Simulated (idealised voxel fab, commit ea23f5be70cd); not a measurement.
Process module under the name voxel spacer lines
Square cells of 5 nm make up the cross-section cut, whose width is 295 nm.
Bands, listed from the top down, are how a cross-section gets written in this document; the cross-section itself is a grid of square cells, and a band is one or more rows of them.
It is stipulated that each band's entry specify, in nanometres, the height of the top of the band and then that of its bottom, followed by the materials of the band in left-to-right sequence, each together with its width in nanometres. A single material marked by the word "everywhere" is understood to fill the band from edge to edge; the word "empty" is understood to denote empty space.
All heights in this document are referenced to 0, defined as the level beneath which the wafer, as received, consists entirely of one material. The lowest band is not bounded below; it extends indefinitely downward and is written in the form "0 nm and below".
Quick explanation for "30..40": the width changes in equal steps down the rows of cells, from the first number in the band's top row to the second number in its bottom row.
"remains unaltered" -> step changed no cross-section cell.
"Voids lacking openings" specifies each empty space that is not open to the top and that occupies no fewer than 8 cells, using the form width x height at distance, the distance measured from the left edge and all three quantities in nm.
If you see something after the settings on a step's line, that's the simulator's own remark about that step.
overlay nm: for a step with a mask, the amount by which the mask lay right of where it was planned; a negative amount means left of it.

**Process steps (planned)**
1) RECEIVE [material Si]
2) CONFORMAL_DEP [material Al2O3] [thk nm 5]
3) DIRECTIONAL_DEP [material polySi] [thk nm 10]
4) DIRECTIONAL_DEP [material aC] [thk nm 25]
5) PATTERN [tone cover] [mask id MANDREL] [material resist] [width nm 15] [pitch nm 60] [thk nm 35] [overlay nm 0]
6) DIRECTIONAL_ETCH [etch materials aC] [depth nm 25]
7) STRIP [etch materials resist]
8) CONFORMAL_DEP [material SiO2] [thk nm 10]
9) DIRECTIONAL_ETCH [etch materials SiO2] [depth nm 10]
10) STRIP [etch materials aC]
11) DIRECTIONAL_ETCH [etch materials polySi] [depth nm 10]
12) STRIP [etch materials SiO2]
13) FILL_DEP [material lowk] [thk nm 5]
14) CMP [height nm 15]
The plan shows the width nm of step 5 as the first wafer had it; this setting differs between the wafers, which start out alike.

**As-received cross-section, first of several wafers, post step 1**
    0 nm and below  Si everywhere
    Voids lacking openings: none

**Cross-sectional representation of the first of several wafers at the end of the module, i.e. after its terminal step, step 14**
    15 nm to 5 nm  70 of lowk | 10 of polySi | 15 of lowk | 10 of polySi | 25 of lowk | 10 of polySi | 15 of lowk | 10 of polySi | 25 of lowk | 10 of polySi | 15 of lowk | 10 of polySi | 70 of lowk
    5 nm to 0 nm  Al2O3 everywhere
    0 nm and below  Si everywhere
    Voids lacking openings: none

**Last wafer of the set, cross-sectioned at end of module**
    15 nm to 5 nm  60 of lowk | 10 of polySi | 35 of lowk | 10 of polySi | 5 of lowk | 10 of polySi | 35 of lowk | 10 of polySi | 5 of lowk | 10 of polySi | 35 of lowk | 10 of polySi | 60 of lowk
    5 nm to 0 nm  Al2O3 everywhere
    0 nm and below  Si everywhere
    Voids lacking openings: none

**Per wafer (row), end of module: delta in cells per material since receipt, (+) for gained, (-) for lost; closed voids after that**
width nm 15 | +59 Al2O3 | +94 lowk | +24 polySi | Voids lacking openings: none
width nm 20 | +59 Al2O3 | +94 lowk | +24 polySi | Voids lacking openings: none
width nm 25 | +59 Al2O3 | +94 lowk | +24 polySi | Voids lacking openings: none
width nm 30 | +59 Al2O3 | +94 lowk | +24 polySi | Voids lacking openings: none
width nm 35 | +59 Al2O3 | +94 lowk | +24 polySi | Voids lacking openings: none
